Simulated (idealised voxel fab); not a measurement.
The following process module bears the name voxel gate over fins.
This is section cut - it's 245 nm across, gridded in 5 nm square cells.
We lay out every cross-section as a grid of square cells and spell it out in bands from the top down, where one band means one or more rows of cells.
Top height, bottom height, nm. Materials left to right, width each, nm. Single material + "all across" = fills band edge to edge. "empty" = empty.
It should be noted that heights are counted from 0, beneath which the wafer as supplied is of one material throughout, and that the lowest band possesses no lower boundary but continues downward, as written in "0..down".
Think of "30 to 40" as a width that walks from the first number to the second as you go down the band, top row to bottom row, taking equal-sized steps from row to row.
Where a step carries "no alteration", the cross-section came out of it unchanged, cell for cell.
Closed-off voids of 8+ cells (no open route to the top) go in "Enclosed void catalog", written width x height at distance from the left edge, in nm.
Text after the settings on a step's line: the simulator's own remark on that step.
overlay nm: mask offset rightward from planned place, masked step; negative means leftward offset.

### Steps planned for the process
- 1: RECEIVE [material Si]
- 2: CONFORMAL_DEP [material SiN] [thk nm 10]
- 3: PATTERN [tone cover] [mask id FINS] [material resist] [width nm 15] [pitch nm 35] [thk nm 20] [overlay nm 0]
- 4: DIRECTIONAL_ETCH [etch materials SiN] [depth nm 10]
- 5: DIRECTIONAL_ETCH [etch materials Si] [depth nm 40]
- 6: STRIP [etch materials resist]
- 7: FILL_DEP [material SiO2] [thk nm 5]
- 8: CMP [height nm 10]
- 9: SELECTIVE_ETCH [etch materials SiO2] [depth nm 20]
- 10: STRIP [etch materials SiN]
- 11: CONFORMAL_DEP [material HfO2] [thk nm 5]
- 12: CONFORMAL_DEP [material TiN] [thk nm 5]
- 13: FILL_DEP [material W] [thk nm 10]
- 14: CMP [height nm 15]
- 15: CONFORMAL_DEP [material SiN] [thk nm 10]

### Wafer at receipt (post step 1), cross-section
0..down = Si all across
Enclosed void catalog: none

### First wafer of two, sectioned at end of module; run went per plan
25..15 = SiN all across
15..10 = W all across
10..5 = W: 85 / TiN: 70 / W: 90
5..0 = W: 85 / TiN: 5 / HfO2: 25 / TiN: 10 / HfO2: 25 / TiN: 5 / W: 90
0..-5 = TiN: 90 / HfO2: 5 / Si: 15 / HfO2: 5 / TiN: 10 / HfO2: 5 / Si: 15 / HfO2: 5 / TiN: 95
-5..-10 = HfO2: 95 / Si: 15 / HfO2: 20 / Si: 15 / HfO2: 100
-10..-40 = SiO2: 95 / Si: 15 / SiO2: 20 / Si: 15 / SiO2: 100
-40..down = Si all across
Enclosed void catalog: none

### Now the second wafer, cross-sectioned at the end of the module. Nothing different at the start, nothing different in the plan compared with the first, just one mistake when it was actually run
15..5 = SiN all across
5..0 = W: 85 / TiN: 5 / HfO2: 25 / TiN: 10 / HfO2: 25 / TiN: 5 / W: 90
0..-5 = TiN: 90 / HfO2: 5 / Si: 15 / HfO2: 5 / TiN: 10 / HfO2: 5 / Si: 15 / HfO2: 5 / TiN: 95
-5..-10 = HfO2: 95 / Si: 15 / HfO2: 20 / Si: 15 / HfO2: 100
-10..-40 = SiO2: 95 / Si: 15 / SiO2: 20 / Si: 15 / SiO2: 100
-40..down = Si all across
Enclosed void catalog: none
Against the plan, the run slipped here: planned and actual differ for step 14; actual: CMP [height nm 5]
Per the end-of-run cell counts, the second wafer holds more or fewer of some materials than the first: 14 fewer of TiN, 84 fewer of W
